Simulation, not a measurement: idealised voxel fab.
process module | voxel capacitor over wiring
cross-section cut | 300 nm wide | cells 5 nm
A cross-section is a grid of square cells, given in bands from the top down. A band is one or more rows of cells.
Each band's line starts with the height of the band's top and of its bottom, in nm. Then come its materials from left to right, each with its width in nm. One material with "throughout" fills the band from edge to edge. "air" is empty space.
Height 0 is the level under which the wafer as received is all one material. The lowest band goes on downwards, as in "0 down".
A width such as "30 to 40" changes by the same amount from each row of cells to the next, from the band's top row to its bottom row.
"no change" after a step means that no cell of the cross-section changed.
closed voids: empty space of 8 cells or more with no open way to the top, each as width x height at its distance from the left edge, in nm
after a step's settings: what the simulator itself notes on the step
overlay nm, on a step with a mask: how far to the right of its planned place the mask lay; to the left if negative
plan
1 op RECEIVE | material Si
2 op CONFORMAL_DEP | material SiO2 | thk nm 10
3 op CONFORMAL_DEP | material SiN | thk nm 5
4 op DIRECTIONAL_DEP | material SiO2 | thk nm 25
5 op DIRECTIONAL_DEP | material aC | thk nm 10
6 op PATTERN | tone open | mask id METAL_1 | material resist | width nm 30 | pitch nm 85 | thk nm 30 | overlay nm 0
7 op DIRECTIONAL_ETCH | etch materials aC | depth nm 10
8 op STRIP | etch materials resist
9 op DIRECTIONAL_ETCH | etch materials SiO2 | depth nm 25
10 op DIRECTIONAL_ETCH | etch materials SiN | depth nm 5
11 op STRIP | etch materials aC
12 op CONFORMAL_DEP | material TiN | thk nm 5
13 op FILL_DEP | material Cu | thk nm 10
14 op CMP | height nm 40
15 op CONFORMAL_DEP | material SiCN | thk nm 5
16 op DIRECTIONAL_DEP | material lowk | thk nm 20
17 op MASKED_ETCH | tone open | mask id PLUG_1 | width nm 15 | etch materials lowk | depth nm 20 | overlay nm 0
18 op MASKED_ETCH | tone open | mask id PLUG_1 | width nm 15 | etch materials SiCN | depth nm 5 | overlay nm 0
19 op EPI | material Ru | thk nm 10
20 op EPI | material Ru | thk nm 10
21 op EPI | material Ru | thk nm 5
22 op DIRECTIONAL_DEP | material TiN | thk nm 10
23 op DIRECTIONAL_DEP | material SiN | thk nm 5
24 op DIRECTIONAL_DEP | material TiN | thk nm 5
25 op MASKED_ETCH | tone cover | mask id UPPER_PLATE | width nm 60 | etch materials TiN | depth nm 5 | overlay nm 0
26 op MASKED_ETCH | tone cover | mask id UPPER_PLATE | width nm 60 | etch materials SiN | depth nm 5 | overlay nm 0
27 op PATTERN | tone cover | mask id LOWER_PLATE | material resist | width nm 70 | thk nm 15 | overlay nm 0
28 op DIRECTIONAL_ETCH | etch materials TiN | depth nm 10
29 op STRIP | etch materials resist
30 op FILL_DEP | material SiO2 | thk nm 15
31 op CMP | height nm 95
32 op MASKED_ETCH | tone open | mask id PLUG_2 | width nm 15 | etch materials SiO2 | depth nm 10 | overlay nm 0
33 op CONFORMAL_DEP | material TiN | thk nm 5
34 op FILL_DEP | material W | thk nm 5
35 op CMP | height nm 95
36 op CONFORMAL_DEP | material SiCN | thk nm 5
as received, after step 1
  0 down: Si throughout
  closed voids: none
first wafer at the end, as planned
  100 to 95: SiCN throughout
  95 to 90: SiO2 115 | TiN 5 | W 5 | TiN 5 | SiO2 170
  90 to 80: SiO2 115 to 105 | TiN 15 to 60 | SiO2 170 to 135
  80 to 75: SiO2 105 | SiN 60 | SiO2 135
  75 to 65: SiO2 100 | TiN 70 | SiO2 130
  65 to 45: lowk 105 | Ru 15 | lowk 180
  45 to 40: SiCN 105 | Ru 15 | SiCN 180
  40 to 15: SiO2 90 | TiN 5 | Cu 20 | TiN 5 | SiO2 55 | TiN 5 | Cu 20 | TiN 5 | SiO2 95
  15 to 10: SiN 90 | TiN 30 | SiN 55 | TiN 30 | SiN 95
  10 to 0: SiO2 throughout
  0 down: Si throughout
  closed voids: none
second wafer at the end: like start, like plan, one mistake
  100 to 95: SiCN throughout
  95 to 90: SiO2 115 | TiN 5 | W 5 | TiN 5 | SiO2 170
  90 to 85: SiO2 115 | TiN 15 | SiO2 170
  85 to 80: SiO2 throughout
  80 to 75: SiO2 105 | SiN 60 | SiO2 135
  75 to 65: SiO2 100 | TiN 70 | SiO2 130
  65 to 45: lowk 105 | Ru 15 | lowk 180
  45 to 40: SiCN 105 | Ru 15 | SiCN 180
  40 to 15: SiO2 90 | TiN 5 | Cu 20 | TiN 5 | SiO2 55 | TiN 5 | Cu 20 | TiN 5 | SiO2 95
  15 to 10: SiN 90 | TiN 30 | SiN 55 | TiN 30 | SiN 95
  10 to 0: SiO2 throughout
  0 down: Si throughout
  closed voids: none
what went wrong: step 24 was left out
at the end the second wafer has, in cells: 12 more of SiO2 | 12 fewer of TiN
